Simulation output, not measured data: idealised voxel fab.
process module | voxel self aligned contacts
cross-section cut | 190 nm wide | cells 5 nm
A cross-section is a grid of square cells, given in bands from the top down. A band is one or more rows of cells.
Each band's line starts with the height of the band's top and of its bottom, in nm. Then come its materials from left to right, each with its width in nm. One material with "throughout" fills the band from edge to edge. "air" is empty space.
Height 0 is the level under which the wafer as received is all one material. The lowest band goes on downwards, as in "0 down".
A width such as "30 to 40" changes by the same amount from each row of cells to the next, from the band's top row to its bottom row.
"no change" after a step means that no cell of the cross-section changed.
closed voids: empty space of 8 cells or more with no open way to the top, each as width x height at its distance from the left edge, in nm
after a step's settings: what the simulator itself notes on the step
overlay nm, on a step with a mask: how far to the right of its planned place the mask lay; to the left if negative
plan
1 op RECEIVE | material Si
2 op CONFORMAL_DEP | material SiO2 | thk nm 5
3 op DIRECTIONAL_DEP | material polySi | thk nm 20
4 op DIRECTIONAL_DEP | material SiN | thk nm 20
5 op DIRECTIONAL_DEP | material aC | thk nm 15
6 op PATTERN | tone cover | mask id GATE | material resist | width nm 25 | pitch nm 65 | thk nm 35 | overlay nm 0
7 op DIRECTIONAL_ETCH | etch materials aC | depth nm 15
8 op STRIP | etch materials resist
9 op DIRECTIONAL_ETCH | etch materials SiN | depth nm 10
10 op DIRECTIONAL_ETCH | etch materials polySi | depth nm 20
11 op STRIP | etch materials aC
12 op CONFORMAL_DEP | material SiN | thk nm 10
13 op DIRECTIONAL_ETCH | etch materials SiN | depth nm 10
14 op FILL_DEP | material SiO2 | thk nm 20
15 op CMP | height nm 55
16 op PATTERN | tone open | mask id CONTACT | material resist | width nm 50 | pitch nm 65 | thk nm 20 | overlay nm 0
17 op DIRECTIONAL_ETCH | etch materials SiO2 | depth nm 55
18 op STRIP | etch materials resist
19 op CONFORMAL_DEP | material TiN | thk nm 5
20 op FILL_DEP | material Ru | thk nm 5
21 op CMP | height nm 55
22 op CONFORMAL_DEP | material SiCN | thk nm 5
varied across the wafers: depth nm of step 9. The plan shows the first wafer's value. All wafers start alike
first wafer as received, after step 1
  0 down: Si throughout
  closed voids: none
first wafer at the end, after step 22
  60 to 55: SiCN throughout
  55 to 45: SiO2 35 | TiN 5 to 20 | Ru 40 to 10 | TiN 5 to 20 | SiO2 15 | TiN 5 to 20 | Ru 40 to 10 | TiN 5 to 20 | SiO2 40
  45 to 40: SiO2 5 | SiN 45 | TiN 5 | Ru 10 | TiN 5 | SiN 45 | TiN 5 | Ru 10 | TiN 5 | SiN 45 | SiO2 10
  40 to 35: SiO2 5 | SiN 45 | TiN 20 | SiN 45 | TiN 20 | SiN 45 | SiO2 10
  35 to 25: SiN throughout
  25 to 5: polySi throughout
  5 to 0: SiO2 throughout
  0 down: Si throughout
  closed voids: none
last wafer at the end
  60 to 55: SiCN throughout
  55 to 45: SiO2 35 | TiN 5 to 20 | Ru 40 to 10 | TiN 5 to 20 | SiO2 15 | TiN 5 to 20 | Ru 40 to 10 | TiN 5 to 20 | SiO2 40
  45 to 25: SiO2 5 | SiN 45 | TiN 5 | Ru 10 | TiN 5 | SiN 45 | TiN 5 | Ru 10 | TiN 5 | SiN 45 | SiO2 10
  25 to 5: SiO2 5 | SiN 10 | polySi 25 | SiN 10 | TiN 5 | Ru 10 | TiN 5 | SiN 10 | polySi 25 | SiN 10 | TiN 5 | Ru 10 | TiN 5 | SiN 10 | polySi 25 | SiN 10 | SiO2 10
  5 to 0: SiO2 50 | TiN 20 | SiO2 45 | TiN 20 | SiO2 55
  0 down: Si throughout
  closed voids: none
each wafer at the end: cells of each material gained (+) or lost (-) since it was received, then its closed voids
depth nm 10 | +24 Ru | +38 SiCN | +130 SiN | +80 SiO2 | +32 TiN | +152 polySi | closed voids: none
depth nm 15 | +28 Ru | +38 SiCN | +119 SiN | +83 SiO2 | +36 TiN | +152 polySi | closed voids: none
depth nm 20 | +52 Ru | +38 SiCN | +156 SiN | +90 SiO2 | +60 TiN | +60 polySi | closed voids: none
depth nm 25 | +52 Ru | +38 SiCN | +156 SiN | +90 SiO2 | +60 TiN | +60 polySi | closed voids: none
depth nm 30 | +52 Ru | +38 SiCN | +156 SiN | +90 SiO2 | +60 TiN | +60 polySi | closed voids: none
depth nm 35 | +52 Ru | +38 SiCN | +156 SiN | +90 SiO2 | +60 TiN | +60 polySi | closed voids: none
